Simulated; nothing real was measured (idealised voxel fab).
Name of the process module below: voxel ribs on slabs
Section shown: cut. Width: 155 nm. Cell size: 5 nm, square.
Cross-section format: a grid of square cells, given as bands from top to bottom; each band is one or more rows of cells.
Heights first: top, then bottom, in nm. Then materials, left to right, each with a width in nm. "everywhere" on a single material: fills the band edge to edge. "air": empty space.
Note: height 0 marks the level under which the wafer is uniformly one material as received. Lowest band unbounded below, written "0 down".
A width given as "30->40" starts at the first number in the band's top row and ends at the second number in its bottom row, shifting by an equal amount at every step from row to row.
Any step labelled "no alterations made" changed none of the cells in the cross-section.
"Catalogued sealed voids": empty spaces of 8 cells or more with no open way to the top, each given as width x height at distance, distance from the left edge, all in nm.
On each step's line, the part that comes after the settings is the simulator's own comment on the step.
On any step carrying a mask, the "overlay nm" setting, if present on the step's line, tells how far right of its planned place the mask lay; negative values point to the left.

## Below is the list of planned process steps
1 RECEIVE: material Si
2 DIRECTIONAL_DEP: material SiO2, thk nm 25
3 DIRECTIONAL_DEP: material SiN, thk nm 20
4 PATTERN: tone cover, mask id RIB, material resist, width nm 20, thk nm 20, overlay nm 0
5 DIRECTIONAL_ETCH: etch materials SiN, depth nm 10
6 STRIP: etch materials resist
7 MASKED_ETCH: tone cover, mask id SLAB, width nm 60, etch materials SiN, depth nm 10, overlay nm 0
8 FILL_DEP: material SiO2, thk nm 25
9 CMP: height nm 60
10 DIRECTIONAL_DEP: material TiN, thk nm 5
11 MASKED_ETCH: tone cover, mask id HEATER, width nm 30, etch materials TiN, depth nm 5, overlay nm 0
12 CONFORMAL_DEP: material SiO2, thk nm 5

## As received (post step 1): cross-section
- 0 down: Si everywhere
- Catalogued sealed voids: none

## Module complete - cross-section of the first of two wafers, run according to plan
- 70 to 65: 55 of air, 40 of SiO2, 60 of air
- 65 to 60: 60 of SiO2, 30 of TiN, 65 of SiO2
- 60 to 45: SiO2 everywhere
- 45 to 35: 65 of SiO2, 20 of SiN, 70 of SiO2
- 35 to 25: 45 of SiO2, 60 of SiN, 50 of SiO2
- 25 to 0: SiO2 everywhere
- 0 down: Si everywhere
- Catalogued sealed voids: none

## Cross-section, second wafer: same start as the first, same plan as the first, one mistake in running it; taken at the end of the module
- 65 to 60: 60 of air, 30 of TiN, 65 of air
- 60 to 45: SiO2 everywhere
- 45 to 35: 65 of SiO2, 20 of SiN, 70 of SiO2
- 35 to 25: 45 of SiO2, 60 of SiN, 50 of SiO2
- 25 to 0: SiO2 everywhere
- 0 down: Si everywhere
- Catalogued sealed voids: none
Misprocessing identified: not run: step 12 of the plan (skipped)
FYI, end of process, the second wafer has more or fewer cells of some materials than the first: 33 fewer of SiO2
